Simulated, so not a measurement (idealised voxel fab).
This is a process module. Its name is voxel wiring stack.
In the cross-section labelled cut, the width is 220 nm and each square cell is 5 nm.
Just so we're on the same page, the cross-sections are grids of square cells, and they're listed out in bands top to bottom, each band one or more rows deep.
Read a band's entry like this: the first values are the height of its top and the height of its bottom in nm, and what follows is the sequence of materials from left to right, each with its width in nm. Note that "blank" is empty space, and that a single material marked "edge to edge" reaches across the band from edge to edge.
Ref level 0: as-received wafer is one material below here. Bottom band extends down with no lower bound ("top 0, no bottom").
So if you see something like "30..40" for the width, read it as the top row of the band sitting at the first number and the bottom row at the second, with every row in between moving by the same amount as the last.
Where the words "changes: none" appear for a step, the cross-section shows no cell changed by that step; every cell remained as before.
Basically, "Closed void roster" tells you about the enclosed voids: empty spaces with no open way to the top, 8 cells or bigger, each written width x height at distance, where distance is from the left edge, all in nm.
Heads up: the bit after the settings on a step's line is the simulator's remark on that step.
"overlay nm" denotes, for a step that has a mask, the displacement of the mask to the right of its planned place, with negative values corresponding to the left.

# Process steps foreseen in the plan
step 1: RECEIVE | material Si
step 2: CONFORMAL_DEP | material SiO2 | thk nm 15
step 3: DIRECTIONAL_DEP | material TiN | thk nm 5
step 4: DIRECTIONAL_DEP | material W | thk nm 15
step 5: DIRECTIONAL_DEP | material aC | thk nm 10
step 6: PATTERN | tone cover | mask id METAL_1 | material resist | width nm 20 | pitch nm 50 | thk nm 25 | overlay nm 0
step 7: DIRECTIONAL_ETCH | etch materials aC | depth nm 10
step 8: STRIP | etch materials resist
step 9: DIRECTIONAL_ETCH | etch materials W | depth nm 15
step 10: DIRECTIONAL_ETCH | etch materials TiN | depth nm 5
step 11: STRIP | etch materials aC
step 12: CONFORMAL_DEP | material SiN | thk nm 5
step 13: FILL_DEP | material SiO2 | thk nm 10
step 14: CMP | height nm 35
step 15: CONFORMAL_DEP | material SiCN | thk nm 5
step 16: DIRECTIONAL_DEP | material lowk | thk nm 10
step 17: DIRECTIONAL_DEP | material aC | thk nm 15
step 18: PATTERN | tone open | mask id PLUG_1 | material resist | width nm 15 | pitch nm 50 | thk nm 30 | overlay nm 0
step 19: DIRECTIONAL_ETCH | etch materials aC | depth nm 15
step 20: STRIP | etch materials resist
step 21: DIRECTIONAL_ETCH | etch materials lowk | depth nm 10
step 22: DIRECTIONAL_ETCH | etch materials SiCN | depth nm 5
step 23: STRIP | etch materials aC
step 24: EPI | material Ru | thk nm 10
step 25: EPI | material Ru | thk nm 5
step 26: CONFORMAL_DEP | material SiCN | thk nm 5
step 27: DIRECTIONAL_DEP | material SiO2 | thk nm 25
step 28: MASKED_ETCH | tone open | mask id METAL_2 | width nm 20 | pitch nm 50 | etch materials SiO2 | depth nm 25 | overlay nm 0
step 29: MASKED_ETCH | tone open | mask id METAL_2 | width nm 20 | pitch nm 50 | etch materials SiCN | depth nm 5 | overlay nm 0
step 30: CONFORMAL_DEP | material TiN | thk nm 5
step 31: FILL_DEP | material W | thk nm 10
step 32: CMP | height nm 80
step 33: CONFORMAL_DEP | material SiCN | thk nm 5
step 34: DIRECTIONAL_DEP | material SiO2 | thk nm 10
step 35: DIRECTIONAL_DEP | material aC | thk nm 15
step 36: PATTERN | tone open | mask id PLUG_2 | material resist | width nm 15 | pitch nm 50 | thk nm 30 | overlay nm 0
step 37: DIRECTIONAL_ETCH | etch materials aC | depth nm 15
step 38: STRIP | etch materials resist
step 39: DIRECTIONAL_ETCH | etch materials SiO2 | depth nm 10
step 40: DIRECTIONAL_ETCH | etch materials SiCN | depth nm 5
step 41: STRIP | etch materials aC
step 42: EPI | material Ru | thk nm 10
step 43: EPI | material Ru | thk nm 5
step 44: DIRECTIONAL_DEP | material TiN | thk nm 5
step 45: DIRECTIONAL_DEP | material Ru | thk nm 20
step 46: MASKED_ETCH | tone cover | mask id METAL_3 | width nm 20 | pitch nm 50 | etch materials Ru | depth nm 20 | overlay nm 0
step 47: MASKED_ETCH | tone cover | mask id METAL_3 | width nm 20 | pitch nm 50 | etch materials TiN | depth nm 5 | overlay nm 0
step 48: CONFORMAL_DEP | material SiCN | thk nm 5
step 49: FILL_DEP | material SiO2 | thk nm 10
step 50: CMP | height nm 120
step 51: CONFORMAL_DEP | material SiN | thk nm 5

# Delivered wafer in cross-section: state after step 1
- top 0, no bottom  Si edge to edge
- Closed void roster: none

# Module complete, cross-section. Starting point and plan per above. One mistake made in running the module
- top 125, bottom 120  SiN edge to edge
- top 120, bottom 100  SiO2 (70), then SiCN (5), then Ru (20), then SiCN (5), then SiO2 (20), then SiCN (5), then Ru (20), then SiCN (5), then SiO2 (70)
- top 100, bottom 95  SiCN (75), then TiN (20), then SiCN (30), then TiN (20), then SiCN (75)
- top 95, bottom 85  SiO2 (75), then Ru (15), then SiO2 (35), then Ru (15), then SiO2 (80)
- top 85, bottom 80  SiCN (75), then Ru (15), then SiCN (35), then Ru (15), then SiCN (80)
- top 80, bottom 55  SiO2 (75), then TiN (5), then W (10), then TiN (5), then SiO2 (30), then TiN (5), then W (10), then TiN (5), then SiO2 (75)
- top 55, bottom 50  SiCN (75), then TiN (20), then SiCN (30), then TiN (20), then SiCN (75)
- top 50, bottom 40  lowk (85), then Ru (15), then lowk (35), then Ru (15), then lowk (70)
- top 40, bottom 35  SiCN (85), then Ru (15), then SiCN (35), then Ru (15), then SiCN (70)
- top 35, bottom 20  SiO2 (70), then SiN (5), then W (20), then SiN (5), then SiO2 (20), then SiN (5), then W (20), then SiN (5), then SiO2 (70)
- top 20, bottom 15  SiN (75), then TiN (20), then SiN (30), then TiN (20), then SiN (75)
- top 15, bottom 0  SiO2 edge to edge
- top 0, no bottom  Si edge to edge
- Closed void roster: none
Finding, execution versus plan: planned and actual differ for step 18; actual: PATTERN | tone open | mask id PLUG_1 | material resist | width nm 15 | pitch nm 50 | thk nm 30 | overlay nm 10
